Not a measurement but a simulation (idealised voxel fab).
process module | voxel trench capacitor
cross-section cut | 175 nm wide | cells 5 nm
A cross-section is a grid of square cells, given in bands from the top down. A band is one or more rows of cells.
Each band's line starts with the height of the band's top and of its bottom, in nm. Then come its materials from left to right, each with its width in nm. One material with "throughout" fills the band from edge to edge. "air" is empty space.
Height 0 is the level under which the wafer as received is all one material. The lowest band goes on downwards, as in "0 down".
A width such as "30 to 40" changes by the same amount from each row of cells to the next, from the band's top row to its bottom row.
"no change" after a step means that no cell of the cross-section changed.
closed voids: empty space of 8 cells or more with no open way to the top, each as width x height at its distance from the left edge, in nm
after a step's settings: what the simulator itself notes on the step
overlay nm, on a step with a mask: how far to the right of its planned place the mask lay; to the left if negative
plan
1 op RECEIVE | material Si
2 op CONFORMAL_DEP | material SiN | thk nm 10
3 op DIRECTIONAL_DEP | material aC | thk nm 15
4 op PATTERN | tone open | mask id TRENCH | material resist | width nm 25 | pitch nm 55 | thk nm 35 | overlay nm 0
5 op DIRECTIONAL_ETCH | etch materials aC | depth nm 15
6 op STRIP | etch materials resist
7 op DIRECTIONAL_ETCH | etch materials SiN | depth nm 10
8 op DIRECTIONAL_ETCH | etch materials Si | depth nm 25
9 op STRIP | etch materials aC
10 op CONFORMAL_DEP | material Al2O3 | thk nm 5
11 op CONFORMAL_DEP | material TiN | thk nm 5
12 op FILL_DEP | material W | thk nm 10
13 op CMP | height nm 10
as received, after step 1
  0 down: Si throughout
  closed voids: none
a wafer at the end: this start, this plan, one mistake
  10 to 0: SiN 45 | Al2O3 5 | TiN 5 | W 5 | TiN 5 | Al2O3 5 | SiN 30 | Al2O3 5 | TiN 5 | W 5 | TiN 5 | Al2O3 5 | SiN 50
  0 to -40: Si 45 | Al2O3 5 | TiN 5 | W 5 | TiN 5 | Al2O3 5 | Si 30 | Al2O3 5 | TiN 5 | W 5 | TiN 5 | Al2O3 5 | Si 50
  -40 to -45: Si 45 | Al2O3 5 | TiN 15 | Al2O3 5 | Si 30 | Al2O3 5 | TiN 15 | Al2O3 5 | Si 50
  -45 to -50: Si 45 | Al2O3 25 | Si 30 | Al2O3 25 | Si 50
  -50 down: Si throughout
  closed voids: none
what went wrong: step 8 was run twice
